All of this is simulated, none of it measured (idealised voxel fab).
process module | voxel ribs on slabs
cross-section cut | 220 nm wide | cells 5 nm
A cross-section is a grid of square cells, given in bands from the top down. A band is one or more rows of cells.
Each band's line starts with the height of the band's top and of its bottom, in nm. Then come its materials from left to right, each with its width in nm. One material with "throughout" fills the band from edge to edge. "air" is empty space.
Height 0 is the level under which the wafer as received is all one material. The lowest band goes on downwards, as in "0 down".
A width such as "30 to 40" changes by the same amount from each row of cells to the next, from the band's top row to its bottom row.
"no change" after a step means that no cell of the cross-section changed.
closed voids: empty space of 8 cells or more with no open way to the top, each as width x height at its distance from the left edge, in nm
after a step's settings: what the simulator itself notes on the step
overlay nm, on a step with a mask: how far to the right of its planned place the mask lay; to the left if negative
plan
1 op RECEIVE | material Si
2 op DIRECTIONAL_DEP | material SiO2 | thk nm 20
3 op DIRECTIONAL_DEP | material SiN | thk nm 15
4 op PATTERN | tone cover | mask id RIB | material resist | width nm 20 | thk nm 15 | overlay nm 0
5 op DIRECTIONAL_ETCH | etch materials SiN | depth nm 10
6 op STRIP | etch materials resist
7 op PATTERN | tone cover | mask id SLAB | material resist | width nm 60 | thk nm 20 | overlay nm 0
8 op DIRECTIONAL_ETCH | etch materials SiN | depth nm 5
9 op STRIP | etch materials resist
10 op FILL_DEP | material SiO2 | thk nm 20
11 op CMP | height nm 45
12 op DIRECTIONAL_DEP | material W | thk nm 5
13 op PATTERN | tone cover | mask id HEATER | material resist | width nm 30 | thk nm 20 | overlay nm 0
14 op DIRECTIONAL_ETCH | etch materials W | depth nm 5
15 op STRIP | etch materials resist
16 op CONFORMAL_DEP | material SiN | thk nm 10
first wafer, as planned
as received, after step 1
  0 down: Si throughout
  closed voids: none
after step 2
  20 to 0: SiO2 throughout
  below 0: unchanged
after step 3
  35 to 20: SiN throughout
  below 20: unchanged
after step 4
  50 to 35: air 100 | resist 20 | air 100
  below 35: unchanged
after step 5
  50 to 35: air 100 | resist 20 | air 100
  35 to 25: air 100 | SiN 20 | air 100
  below 25: unchanged
after step 6
  35 to 25: air 100 | SiN 20 | air 100
  below 25: unchanged
after step 7
  55 to 35: air 80 | resist 60 | air 80
  35 to 25: air 80 | resist 20 | SiN 20 | resist 20 | air 80
  below 25: unchanged
after step 8
  55 to 35: air 80 | resist 60 | air 80
  35 to 25: air 80 | resist 20 | SiN 20 | resist 20 | air 80
  25 to 20: air 80 | SiN 60 | air 80
  below 20: unchanged
after step 9
  35 to 25: air 100 | SiN 20 | air 100
  below 25: unchanged
after step 10
  55 to 35: SiO2 throughout
  35 to 25: SiO2 100 | SiN 20 | SiO2 100
  25 to 20: SiO2 80 | SiN 60 | SiO2 80
  below 20: unchanged
after step 11
  45 to 35: SiO2 throughout
  below 35: unchanged
after step 12
  50 to 45: W throughout
  below 45: unchanged
after step 13
  70 to 50: air 95 | resist 30 | air 95
  below 50: unchanged
after step 14
  70 to 50: air 95 | resist 30 | air 95
  50 to 45: air 95 | W 30 | air 95
  below 45: unchanged
after step 15
  50 to 45: air 95 | W 30 | air 95
  below 45: unchanged
after step 16
  60 to 55: air 85 | SiN 50 | air 85
  55 to 50: SiN throughout
  50 to 45: SiN 95 | W 30 | SiN 95
  below 45: unchanged
second wafer: like start, like plan, one mistake. Through step 1 it matches the first wafer
when step 2 should have ended
  40 to 0: SiO2 throughout
  below 0: unchanged
when step 3 should have ended
  55 to 40: SiN throughout
  below 40: unchanged
when step 4 should have ended
  70 to 55: air 100 | resist 20 | air 100
  below 55: unchanged
when step 5 should have ended
  70 to 55: air 100 | resist 20 | air 100
  55 to 45: air 100 | SiN 20 | air 100
  below 45: unchanged
when step 6 should have ended
  55 to 45: air 100 | SiN 20 | air 100
  below 45: unchanged
when step 7 should have ended
  75 to 55: air 80 | resist 60 | air 80
  55 to 45: air 80 | resist 20 | SiN 20 | resist 20 | air 80
  below 45: unchanged
when step 8 should have ended
  75 to 55: air 80 | resist 60 | air 80
  55 to 45: air 80 | resist 20 | SiN 20 | resist 20 | air 80
  45 to 40: air 80 | SiN 60 | air 80
  below 40: unchanged
when step 9 should have ended
  55 to 45: air 100 | SiN 20 | air 100
  below 45: unchanged
when step 10 should have ended
  75 to 55: SiO2 throughout
  55 to 45: SiO2 100 | SiN 20 | SiO2 100
  45 to 40: SiO2 80 | SiN 60 | SiO2 80
  below 40: unchanged
when step 11 should have ended
  45 to 40: SiO2 80 | SiN 60 | SiO2 80
  below 40: unchanged
when step 12 should have ended
  50 to 45: W throughout
  below 45: unchanged
when step 13 should have ended
  70 to 50: air 95 | resist 30 | air 95
  below 50: unchanged
when step 14 should have ended
  70 to 50: air 95 | resist 30 | air 95
  50 to 45: air 95 | W 30 | air 95
  below 45: unchanged
when step 15 should have ended
  50 to 45: air 95 | W 30 | air 95
  below 45: unchanged
when step 16 should have ended
  60 to 55: air 85 | SiN 50 | air 85
  55 to 50: SiN throughout
  50 to 45: SiN 95 | W 30 | SiN 95
  below 45: unchanged
what went wrong: step 2 was run twice
at the end the second wafer has, in cells: 8 fewer of SiN | 8 more of SiO2
